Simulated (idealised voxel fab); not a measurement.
process module | voxel fin reveal
cross-section cut | 220 nm wide | cells 5 nm
A cross-section is a grid of square cells, given in bands from the top down. A band is one or more rows of cells.
Each band's line starts with the height of the band's top and of its bottom, in nm. Then come its materials from left to right, each with its width in nm. One material with "throughout" fills the band from edge to edge. "air" is empty space.
Height 0 is the level under which the wafer as received is all one material. The lowest band goes on downwards, as in "0 down".
A width such as "30 to 40" changes by the same amount from each row of cells to the next, from the band's top row to its bottom row.
"no change" after a step means that no cell of the cross-section changed.
closed voids: empty space of 8 cells or more with no open way to the top, each as width x height at its distance from the left edge, in nm
after a step's settings: what the simulator itself notes on the step
overlay nm, on a step with a mask: how far to the right of its planned place the mask lay; to the left if negative
plan
1 op RECEIVE | material Si
2 op CONFORMAL_DEP | material SiN | thk nm 10
3 op PATTERN | tone cover | mask id FINS | material resist | width nm 15 | pitch nm 35 | thk nm 20 | overlay nm 0
4 op DIRECTIONAL_ETCH | etch materials SiN | depth nm 10
5 op DIRECTIONAL_ETCH | etch materials Si | depth nm 30
6 op STRIP | etch materials resist
7 op FILL_DEP | material SiO2 | thk nm 15
8 op CMP | height nm 10
9 op SELECTIVE_ETCH | etch materials SiO2 | depth nm 25
10 op STRIP | etch materials SiN
as received, after step 1
  0 down: Si throughout
  closed voids: none
a wafer at the end: this start, this plan, one mistake
  0 to -15: Si 85 | air 15 | Si 20 | air 15 | Si 85
  -15 to -30: Si 85 | SiO2 15 | Si 20 | SiO2 15 | Si 85
  -30 down: Si throughout
  closed voids: none
what went wrong: step 3 ran as: op PATTERN | tone open | mask id FINS | material resist | width nm 15 | pitch nm 35 | thk nm 20 | overlay nm 0
